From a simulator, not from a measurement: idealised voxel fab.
This section sets out a process module, namely voxel ribs on slabs.
Square cells of 5 nm make up the cross-section cut, whose width is 275 nm.
A cross-section is a grid of square cells, given in bands from the top down. A band is one or more rows of cells.
What a band's entry tells you: where the top is and where the bottom is, as heights in nm, and after that what lies inside, material by material from left to right, each with its width in nm. Empty space is written as the word "empty", and a single material marked with the word "everywhere" occupies the band from edge to edge.
Zero point of the height axis is 0; under it, received wafer = one material. Lowest band: continues down indefinitely, "0 down".
Note: "30..40" means the width goes from the first number (top row of the band) to the second number (bottom row) in equal steps per row of cells.
When a step is marked "everything unchanged", none of the cells in the cross-section changed during that step.
Any empty space of 8 cells or more lacking an open way to the top shows up in "Enclosed void inventory" as width x height at distance, distance from the left edge, in nm.
The remark found on a step's line after its settings is issued by the simulator itself and pertains to that step.
For masked steps, "overlay nm" on the step line gives how far right of plan the mask actually lay; a minus sign means it lay to the left.
Below is the list of planned process steps
step 1: RECEIVE with material Si
step 2: DIRECTIONAL_DEP with material SiO2, thk nm 20
step 3: DIRECTIONAL_DEP with material polySi, thk nm 15
step 4: DIRECTIONAL_DEP with material aC, thk nm 15
step 5: PATTERN with tone cover, mask id RIB, material resist, width nm 15, thk nm 30, overlay nm 0
step 6: DIRECTIONAL_ETCH with etch materials aC, depth nm 15
step 7: STRIP with etch materials resist
step 8: DIRECTIONAL_ETCH with etch materials polySi, depth nm 10
step 9: STRIP with etch materials aC
step 10: MASKED_ETCH with tone cover, mask id SLAB, width nm 75, etch materials polySi, depth nm 5, overlay nm -15
step 11: FILL_DEP with material SiO2, thk nm 15
step 12: CMP with height nm 45
step 13: DIRECTIONAL_DEP with material W, thk nm 10
step 14: MASKED_ETCH with tone cover, mask id HEATER, width nm 25, etch materials W, depth nm 10, overlay nm 0
step 15: CONFORMAL_DEP with material SiO2, thk nm 5
All wafers enter the flow in the same state. The overlay nm at step 10 differs from wafer to wafer, and the plan gives the value for the first wafer.
Cross-section, first of several wafers, as delivered after step 1
  0 down | Si everywhere
  Enclosed void inventory: none
Below: a row per wafer. Contents at end of module: for every material, cells gained since receipt (+) or lost since receipt (-); then closed voids
overlay nm -15 | +533 SiO2 | +10 W | +21 polySi | Enclosed void inventory: none
overlay nm -10 | +533 SiO2 | +10 W | +21 polySi | Enclosed void inventory: none
overlay nm -5 | +533 SiO2 | +10 W | +21 polySi | Enclosed void inventory: none
overlay nm 0 | +533 SiO2 | +10 W | +21 polySi | Enclosed void inventory: none
overlay nm 5 | +533 SiO2 | +10 W | +21 polySi | Enclosed void inventory: none
overlay nm 10 | +533 SiO2 | +10 W | +21 polySi | Enclosed void inventory: none
overlay nm 15 | +533 SiO2 | +10 W | +21 polySi | Enclosed void inventory: none
